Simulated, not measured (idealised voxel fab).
Proc. module: voxel capacitor over wiring
The cross-section shown here is cut; it is 280 nm wide and divided into square cells measuring 5 nm on a side.
Format of a cross-section: grid, square cells. Given as bands. Order: top down. Band: one or more rows of cells.
Look at the band entry: it leads with the top's height and the bottom's height in nm. Then it lists the materials left to right, with a width in nm for each. The word "throughout" on a single material says that material fills the band edge to edge. The word "empty" is empty space.
For the purposes of this specification, 0 denotes the height below which the wafer in its as-received condition is composed wholly of one material, and the lowermost band, lacking a lower limit, extends downward without end, as expressed in "from 0 down".
The width entry "30..40" should be interpreted row by row: the top row of cells in the band takes the first number, the bottom row takes the second number, and the change between adjacent rows is uniform throughout.
The cross-section has no changed cell in any step marked "no change".
"Enclosed void catalog": empty spaces of 8 cells or more with no open way to the top, each given as width x height at distance, distance from the left edge, all in nm.
Read whatever lies past the settings on a step's line as the simulator's own remark about the step.
A step line may carry the setting "overlay nm", which, for steps involving a mask, states the distance by which the mask lay to the right of its intended position; negative values denote displacement to the left.
-- Process steps (planned)
1) RECEIVE with material Si
2) CONFORMAL_DEP with material SiO2, thk nm 15
3) DIRECTIONAL_DEP with material TiN, thk nm 5
4) DIRECTIONAL_DEP with material W, thk nm 15
5) PATTERN with tone cover, mask id METAL_1, material resist, width nm 30, pitch nm 100, thk nm 20, overlay nm 0
6) DIRECTIONAL_ETCH with etch materials W, depth nm 15
7) DIRECTIONAL_ETCH with etch materials TiN, depth nm 5
8) STRIP with etch materials resist
9) FILL_DEP with material lowk, thk nm 5
10) CMP with height nm 35
11) CONFORMAL_DEP with material SiCN, thk nm 5
12) DIRECTIONAL_DEP with material lowk, thk nm 20
13) DIRECTIONAL_DEP with material aC, thk nm 10
14) PATTERN with tone open, mask id PLUG_1, material resist, width nm 15, thk nm 30, overlay nm 0
15) DIRECTIONAL_ETCH with etch materials aC, depth nm 10
16) STRIP with etch materials resist
17) DIRECTIONAL_ETCH with etch materials lowk, depth nm 20
18) DIRECTIONAL_ETCH with etch materials SiCN, depth nm 5
19) STRIP with etch materials aC
20) EPI with material Ru, thk nm 10
21) EPI with material Ru, thk nm 10
22) EPI with material Ru, thk nm 5
23) DIRECTIONAL_DEP with material TiN, thk nm 5
24) DIRECTIONAL_DEP with material HfO2, thk nm 5
25) DIRECTIONAL_DEP with material TiN, thk nm 10
26) MASKED_ETCH with tone cover, mask id UPPER_PLATE, width nm 75, etch materials TiN, depth nm 10, overlay nm 0
27) MASKED_ETCH with tone cover, mask id UPPER_PLATE, width nm 75, etch materials HfO2, depth nm 5, overlay nm 0
28) DIRECTIONAL_DEP with material aC, thk nm 10
29) PATTERN with tone cover, mask id LOWER_PLATE, material resist, width nm 85, thk nm 30, overlay nm 0
30) DIRECTIONAL_ETCH with etch materials aC, depth nm 10
31) STRIP with etch materials resist
32) DIRECTIONAL_ETCH with etch materials TiN, depth nm 5
33) STRIP with etch materials aC
34) FILL_DEP with material SiO2, thk nm 20
35) CMP with height nm 95
36) DIRECTIONAL_DEP with material aC, thk nm 15
37) PATTERN with tone open, mask id PLUG_2, material resist, width nm 15, thk nm 30, overlay nm 0
38) DIRECTIONAL_ETCH with etch materials aC, depth nm 15
39) STRIP with etch materials resist
40) DIRECTIONAL_ETCH with etch materials SiO2, depth nm 15
41) STRIP with etch materials aC
42) CONFORMAL_DEP with material TiN, thk nm 5
43) FILL_DEP with material Ru, thk nm 5
44) CMP with height nm 95
45) CONFORMAL_DEP with material SiCN, thk nm 5
-- The first of a set of two wafers, run to plan
-- Step 1 complete: cross-section of the wafer as received
> from 0 down = Si throughout
> Enclosed void catalog: none
-- The wafer in cross-section once step 2 is complete
> from 15 to 0 = SiO2 throughout
> For the remainder of the cross-section, below 0, there is no change.
-- The wafer in cross-section once step 3 is complete
> from 20 to 15 = TiN throughout
> For the remainder of the cross-section, below 15, there is no change.
-- The wafer in cross-section once step 4 is complete
> from 35 to 20 = W throughout
> For the remainder of the cross-section, below 20, there is no change.
-- The wafer in cross-section once step 5 is complete
> from 55 to 35 = empty=75 / resist=30 / empty=70 / resist=30 / empty=75
> For the remainder of the cross-section, below 35, there is no change.
-- The wafer in cross-section once step 6 is complete
> from 55 to 35 = empty=75 / resist=30 / empty=70 / resist=30 / empty=75
> from 35 to 20 = empty=75 / W=30 / empty=70 / W=30 / empty=75
> For the remainder of the cross-section, below 20, there is no change.
-- The wafer in cross-section once step 7 is complete
> from 55 to 35 = empty=75 / resist=30 / empty=70 / resist=30 / empty=75
> from 35 to 20 = empty=75 / W=30 / empty=70 / W=30 / empty=75
> from 20 to 15 = empty=75 / TiN=30 / empty=70 / TiN=30 / empty=75
> For the remainder of the cross-section, below 15, there is no change.
-- The wafer in cross-section once step 8 is complete
> from 35 to 20 = empty=75 / W=30 / empty=70 / W=30 / empty=75
> For the remainder of the cross-section, below 20, there is no change.
-- The wafer in cross-section once step 9 is complete
> from 40 to 35 = lowk throughout
> from 35 to 20 = lowk=75 / W=30 / lowk=70 / W=30 / lowk=75
> from 20 to 15 = lowk=75 / TiN=30 / lowk=70 / TiN=30 / lowk=75
> For the remainder of the cross-section, below 15, there is no change.
-- The wafer in cross-section once step 10 is complete
> from 35 to 20 = lowk=75 / W=30 / lowk=70 / W=30 / lowk=75
> For the remainder of the cross-section, below 20, there is no change.
-- The wafer in cross-section once step 11 is complete
> from 40 to 35 = SiCN throughout
> For the remainder of the cross-section, below 35, there is no change.
-- The wafer in cross-section once step 12 is complete
> from 60 to 40 = lowk throughout
> For the remainder of the cross-section, below 40, there is no change.
-- The wafer in cross-section once step 13 is complete
> from 70 to 60 = aC throughout
> For the remainder of the cross-section, below 60, there is no change.
-- The wafer in cross-section once step 14 is complete
> from 100 to 70 = resist=90 / empty=15 / resist=175
> For the remainder of the cross-section, below 70, there is no change.
-- The wafer in cross-section once step 15 is complete
> from 90 to 70 = resist=90 / empty=15 / resist=175
> from 70 to 60 = aC=90 / empty=15 / aC=175
> For the remainder of the cross-section, below 60, there is no change.
-- The wafer in cross-section once step 16 is complete
> from 70 to 60 = aC=90 / empty=15 / aC=175
> For the remainder of the cross-section, below 60, there is no change.
-- The wafer in cross-section once step 17 is complete
> from 70 to 60 = aC=90 / empty=15 / aC=175
> from 60 to 40 = lowk=90 / empty=15 / lowk=175
> For the remainder of the cross-section, below 40, there is no change.
-- The wafer in cross-section once step 18 is complete
> from 70 to 60 = aC=90 / empty=15 / aC=175
> from 60 to 40 = lowk=90 / empty=15 / lowk=175
> from 40 to 35 = SiCN=90 / empty=15 / SiCN=175
> For the remainder of the cross-section, below 35, there is no change.
-- The wafer in cross-section once step 19 is complete
> from 60 to 40 = lowk=90 / empty=15 / lowk=175
> For the remainder of the cross-section, below 40, there is no change.
-- The wafer in cross-section once step 20 is complete
> from 60 to 45 = lowk=90 / empty=15 / lowk=175
> from 45 to 40 = lowk=90 / Ru=15 / lowk=175
> from 40 to 35 = SiCN=90 / Ru=15 / SiCN=175
> For the remainder of the cross-section, below 35, there is no change.
-- The wafer in cross-section once step 21 is complete
> from 60 to 55 = lowk=90 / empty=15 / lowk=175
> from 55 to 40 = lowk=90 / Ru=15 / lowk=175
> For the remainder of the cross-section, below 40, there is no change.
-- The wafer in cross-section once step 22 is complete
> from 60 to 40 = lowk=90 / Ru=15 / lowk=175
> For the remainder of the cross-section, below 40, there is no change.
-- The wafer in cross-section once step 23 is complete
> from 65 to 60 = TiN throughout
> For the remainder of the cross-section, below 60, there is no change.
-- The wafer in cross-section once step 24 is complete
> from 70 to 65 = HfO2 throughout
> For the remainder of the cross-section, below 65, there is no change.
-- The wafer in cross-section once step 25 is complete
> from 80 to 70 = TiN throughout
> For the remainder of the cross-section, below 70, there is no change.
-- The wafer in cross-section once step 26 is complete
> from 80 to 70 = empty=90 / TiN=75 / empty=115
> For the remainder of the cross-section, below 70, there is no change.
-- The wafer in cross-section once step 27 is complete
> from 80 to 70 = empty=90 / TiN=75 / empty=115
> from 70 to 65 = empty=90 / HfO2=75 / empty=115
> For the remainder of the cross-section, below 65, there is no change.
-- The wafer in cross-section once step 28 is complete
> from 90 to 80 = empty=90 / aC=75 / empty=115
> from 80 to 75 = empty=90 / TiN=75 / empty=115
> from 75 to 70 = aC=90 / TiN=75 / aC=115
> from 70 to 65 = aC=90 / HfO2=75 / aC=115
> For the remainder of the cross-section, below 65, there is no change.
-- The wafer in cross-section once step 29 is complete
> from 120 to 90 = empty=85 / resist=85 / empty=110
> from 90 to 80 = empty=85 / resist=5 / aC=75 / resist=5 / empty=110
> from 80 to 75 = empty=85 / resist=5 / TiN=75 / resist=5 / empty=110
> For the remainder of the cross-section, below 75, there is no change.
-- The wafer in cross-section once step 30 is complete
> from 110 to 90 = empty=85 / resist=85 / empty=110
> from 90 to 80 = empty=85 / resist=5 / aC=75 / resist=5 / empty=110
> from 80 to 75 = empty=85 / resist=5 / TiN=75 / resist=5 / empty=110
> from 75 to 70 = empty=85 / aC=5 / TiN=75 / aC=5 / empty=110
> from 70 to 65 = empty=85 / aC=5 / HfO2=75 / aC=5 / empty=110
> For the remainder of the cross-section, below 65, there is no change.
-- The wafer in cross-section once step 31 is complete
> from 90 to 80 = empty=90 / aC=75 / empty=115
> from 80 to 75 = empty=90 / TiN=75 / empty=115
> For the remainder of the cross-section, below 75, there is no change.
-- The wafer in cross-section once step 32 is complete
> from 90 to 80 = empty=90 / aC=75 / empty=115
> from 80 to 75 = empty=90 / TiN=75 / empty=115
> from 75 to 70 = empty=85 / aC=5 / TiN=75 / aC=5 / empty=110
> from 70 to 65 = empty=85 / aC=5 / HfO2=75 / aC=5 / empty=110
> from 65 to 60 = empty=85 / TiN=85 / empty=110
> For the remainder of the cross-section, below 60, there is no change.
-- The wafer in cross-section once step 33 is complete
> from 80 to 70 = empty=90 / TiN=75 / empty=115
> from 70 to 65 = empty=90 / HfO2=75 / empty=115
> For the remainder of the cross-section, below 65, there is no change.
-- The wafer in cross-section once step 34 is complete
> from 100 to 80 = SiO2 throughout
> from 80 to 70 = SiO2=90 / TiN=75 / SiO2=115
> from 70 to 65 = SiO2=90 / HfO2=75 / SiO2=115
> from 65 to 60 = SiO2=85 / TiN=85 / SiO2=110
> For the remainder of the cross-section, below 60, there is no change.
-- The wafer in cross-section once step 35 is complete
> from 95 to 80 = SiO2 throughout
> For the remainder of the cross-section, below 80, there is no change.
-- The wafer in cross-section once step 36 is complete
> from 110 to 95 = aC throughout
> For the remainder of the cross-section, below 95, there is no change.
-- The wafer in cross-section once step 37 is complete
> from 140 to 110 = resist=100 / empty=15 / resist=165
> For the remainder of the cross-section, below 110, there is no change.
-- The wafer in cross-section once step 38 is complete
> from 125 to 110 = resist=100 / empty=15 / resist=165
> from 110 to 95 = aC=100 / empty=15 / aC=165
> For the remainder of the cross-section, below 95, there is no change.
-- The wafer in cross-section once step 39 is complete
> from 110 to 95 = aC=100 / empty=15 / aC=165
> For the remainder of the cross-section, below 95, there is no change.
-- The wafer in cross-section once step 40 is complete
> from 110 to 95 = aC=100 / empty=15 / aC=165
> from 95 to 80 = SiO2=100 / empty=15 / SiO2=165
> For the remainder of the cross-section, below 80, there is no change.
-- The wafer in cross-section once step 41 is complete
> from 95 to 80 = SiO2=100 / empty=15 / SiO2=165
> For the remainder of the cross-section, below 80, there is no change.
-- The wafer in cross-section once step 42 is complete
> from 100 to 95 = TiN=105 / empty=5 / TiN=170
> from 95 to 85 = SiO2=100 / TiN=5 / empty=5 / TiN=5 / SiO2=165
> from 85 to 80 = SiO2=100 / TiN=15 / SiO2=165
> For the remainder of the cross-section, below 80, there is no change.
-- The wafer in cross-section once step 43 is complete
> from 105 to 100 = Ru throughout
> from 100 to 95 = TiN=105 / Ru=5 / TiN=170
> from 95 to 85 = SiO2=100 / TiN=5 / Ru=5 / TiN=5 / SiO2=165
> For the remainder of the cross-section, below 85, there is no change.
-- The wafer in cross-section once step 44 is complete
> from 95 to 85 = SiO2=100 / TiN=5 / Ru=5 / TiN=5 / SiO2=165
> For the remainder of the cross-section, below 85, there is no change.
-- The wafer in cross-section once step 45 is complete
> from 100 to 95 = SiCN throughout
> For the remainder of the cross-section, below 95, there is no change.
-- Second wafer, same starting conditions and recipe as the first, one mistake in executing it, nothing differs from the first up to and including step 12
-- when step 13 should have ended
> from 70 to 60 = HfO2 throughout
> For the remainder of the cross-section, below 60, there is no change.
-- when step 14 should have ended
> from 100 to 70 = resist=90 / empty=15 / resist=175
> For the remainder of the cross-section, below 70, there is no change.
-- when step 15 should have ended
> from 90 to 70 = resist=90 / empty=15 / resist=175
> For the remainder of the cross-section, below 70, there is no change.
-- when step 16 should have ended
> from 70 to 60 = HfO2 throughout
> For the remainder of the cross-section, below 60, there is no change.
when step 17 should have ended: no change
when step 18 should have ended: no change
when step 19 should have ended: no change
when step 20 should have ended: no change
when step 21 should have ended: no change
when step 22 should have ended: no change
-- when step 23 should have ended
> from 75 to 70 = TiN throughout
> For the remainder of the cross-section, below 70, there is no change.
-- when step 24 should have ended
> from 80 to 75 = HfO2 throughout
> For the remainder of the cross-section, below 75, there is no change.
-- when step 25 should have ended
> from 90 to 80 = TiN throughout
> For the remainder of the cross-section, below 80, there is no change.
-- when step 26 should have ended
> from 90 to 80 = empty=90 / TiN=75 / empty=115
> For the remainder of the cross-section, below 80, there is no change.
-- when step 27 should have ended
> from 90 to 80 = empty=90 / TiN=75 / empty=115
> from 80 to 75 = empty=90 / HfO2=75 / empty=115
> For the remainder of the cross-section, below 75, there is no change.
-- when step 28 should have ended
> from 100 to 90 = empty=90 / aC=75 / empty=115
> from 90 to 85 = empty=90 / TiN=75 / empty=115
> from 85 to 80 = aC=90 / TiN=75 / aC=115
> from 80 to 75 = aC=90 / HfO2=75 / aC=115
> For the remainder of the cross-section, below 75, there is no change.
-- when step 29 should have ended
> from 130 to 100 = empty=85 / resist=85 / empty=110
> from 100 to 90 = empty=85 / resist=5 / aC=75 / resist=5 / empty=110
> from 90 to 85 = empty=85 / resist=5 / TiN=75 / resist=5 / empty=110
> For the remainder of the cross-section, below 85, there is no change.
-- when step 30 should have ended
> from 120 to 100 = empty=85 / resist=85 / empty=110
> from 100 to 90 = empty=85 / resist=5 / aC=75 / resist=5 / empty=110
> from 90 to 85 = empty=85 / resist=5 / TiN=75 / resist=5 / empty=110
> from 85 to 80 = empty=85 / aC=5 / TiN=75 / aC=5 / empty=110
> from 80 to 75 = empty=85 / aC=5 / HfO2=75 / aC=5 / empty=110
> For the remainder of the cross-section, below 75, there is no change.
-- when step 31 should have ended
> from 100 to 90 = empty=90 / aC=75 / empty=115
> from 90 to 85 = empty=90 / TiN=75 / empty=115
> For the remainder of the cross-section, below 85, there is no change.
-- when step 32 should have ended
> from 100 to 90 = empty=90 / aC=75 / empty=115
> from 90 to 85 = empty=90 / TiN=75 / empty=115
> from 85 to 80 = empty=85 / aC=5 / TiN=75 / aC=5 / empty=110
> from 80 to 75 = empty=85 / aC=5 / HfO2=75 / aC=5 / empty=110
> from 75 to 70 = empty=85 / TiN=85 / empty=110
> For the remainder of the cross-section, below 70, there is no change.
-- when step 33 should have ended
> from 90 to 80 = empty=90 / TiN=75 / empty=115
> from 80 to 75 = empty=90 / HfO2=75 / empty=115
> For the remainder of the cross-section, below 75, there is no change.
-- when step 34 should have ended
> from 110 to 90 = SiO2 throughout
> from 90 to 80 = SiO2=90 / TiN=75 / SiO2=115
> from 80 to 75 = SiO2=90 / HfO2=75 / SiO2=115
> from 75 to 70 = SiO2=85 / TiN=85 / SiO2=110
> For the remainder of the cross-section, below 70, there is no change.
-- when step 35 should have ended
> from 95 to 90 = SiO2 throughout
> For the remainder of the cross-section, below 90, there is no change.
-- when step 36 should have ended
> from 110 to 95 = aC throughout
> For the remainder of the cross-section, below 95, there is no change.
-- when step 37 should have ended
> from 140 to 110 = resist=100 / empty=15 / resist=165
> For the remainder of the cross-section, below 110, there is no change.
-- when step 38 should have ended
> from 125 to 110 = resist=100 / empty=15 / resist=165
> from 110 to 95 = aC=100 / empty=15 / aC=165
> For the remainder of the cross-section, below 95, there is no change.
-- when step 39 should have ended
> from 110 to 95 = aC=100 / empty=15 / aC=165
> For the remainder of the cross-section, below 95, there is no change.
-- when step 40 should have ended
> from 110 to 95 = aC=100 / empty=15 / aC=165
> from 95 to 90 = SiO2=100 / empty=15 / SiO2=165
> For the remainder of the cross-section, below 90, there is no change.
-- when step 41 should have ended
> from 95 to 90 = SiO2=100 / empty=15 / SiO2=165
> For the remainder of the cross-section, below 90, there is no change.
-- when step 42 should have ended
> from 100 to 95 = TiN=105 / empty=5 / TiN=170
> from 95 to 90 = SiO2=100 / TiN=15 / SiO2=165
> For the remainder of the cross-section, below 90, there is no change.
-- when step 43 should have ended
> from 105 to 100 = Ru throughout
> from 100 to 95 = TiN=105 / Ru=5 / TiN=170
> For the remainder of the cross-section, below 95, there is no change.
-- when step 44 should have ended
> from 95 to 90 = SiO2=100 / TiN=15 / SiO2=165
> For the remainder of the cross-section, below 90, there is no change.
-- when step 45 should have ended
> from 100 to 95 = SiCN throughout
> For the remainder of the cross-section, below 95, there is no change.
The plan and the run diverged here: step 13 off recipe, ran as DIRECTIONAL_DEP with material HfO2, thk nm 10
At the finish, the second wafer shows more or fewer cells for some materials than the first does: HfO2 +112 | Ru -17 | SiCN +3 | SiO2 -106 | TiN -4 | lowk +12
